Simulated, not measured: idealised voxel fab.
Name of the process module below: voxel released beams
Displayed cross-section: cut, width of 250 nm, square cells sized 5 nm.
Heads up, the way a cross-section reads in here is a grid of square cells, handed over as bands from the top down, with every band being one or more rows of cells. Top, bottom (nm), then materials left to right with widths (nm); lone material tagged "everywhere" fills the whole band edge to edge; "empty" = empty space. Note: height 0 marks the level under which the wafer is uniformly one material as received. Lowest band unbounded below, written "0 nm and below". Per-row width for "30->40": begins at first number (top row of band), ends at second number (bottom row), increment between rows held constant. When a step is marked "identical to before", none of the cells in the cross-section changed during that step. Heads up: "Closed void catalog" only lists the empty pockets with no open path to the top that are 8 cells or more, and it writes them as width x height at distance, distance from the left edge, in nm. What comes after the settings on a step's line is commentary from the simulator itself on that step. overlay nm: step with mask; distance mask lay right of planned place; negative value = left of planned place.
**Set out below are the planned steps of the process**
- 1: RECEIVE (material Si)
- 2: CONFORMAL_DEP (material Al2O3; thk nm 10)
- 3: DIRECTIONAL_DEP (material SiO2; thk nm 15)
- 4: MASKED_ETCH (tone open; mask id ANCHOR; width nm 25; etch materials SiO2; depth nm 15; overlay nm 0)
- 5: CONFORMAL_DEP (material W; thk nm 10)
- 6: DIRECTIONAL_DEP (material aC; thk nm 15)
- 7: PATTERN (tone cover; mask id BEAM; material resist; width nm 110; thk nm 30; overlay nm 0)
- 8: DIRECTIONAL_ETCH (etch materials aC; depth nm 15)
- 9: STRIP (etch materials resist)
- 10: DIRECTIONAL_ETCH (etch materials W; depth nm 10)
- 11: STRIP (etch materials aC)
- 12: STRIP (etch materials SiO2)
**As-received state of the wafer in cross-section, equivalent to post-step 1**
- 0 nm and below: Si everywhere
- Closed void catalog: none
**First of two wafers at the end of the module, shown in cross-section; run carried out as planned**
- 35 nm to 25 nm: 65 empty, then 15 W, then 5 empty, then 90 W, then 75 empty
- 25 nm to 20 nm: 70 empty, then 10 W, then 5 empty, then 10 W, then 155 empty
- 20 nm to 10 nm: 70 empty, then 25 W, then 155 empty
- 10 nm to 0 nm: Al2O3 everywhere
- 0 nm and below: Si everywhere
- Closed void catalog: none
**Same start, same plan as the first wafer - but one mistake in the run. Cross-section of the second of the two at the end of the module**
- 0 nm and below: Si everywhere
- Closed void catalog: none
what went wrong: note that step 2 departed from the planned setting and was carried out as CONFORMAL_DEP (material SiO2; thk nm 10)
The second wafer ends with more or fewer cells of some materials than the first, per final count: -100 Al2O3, -56 W
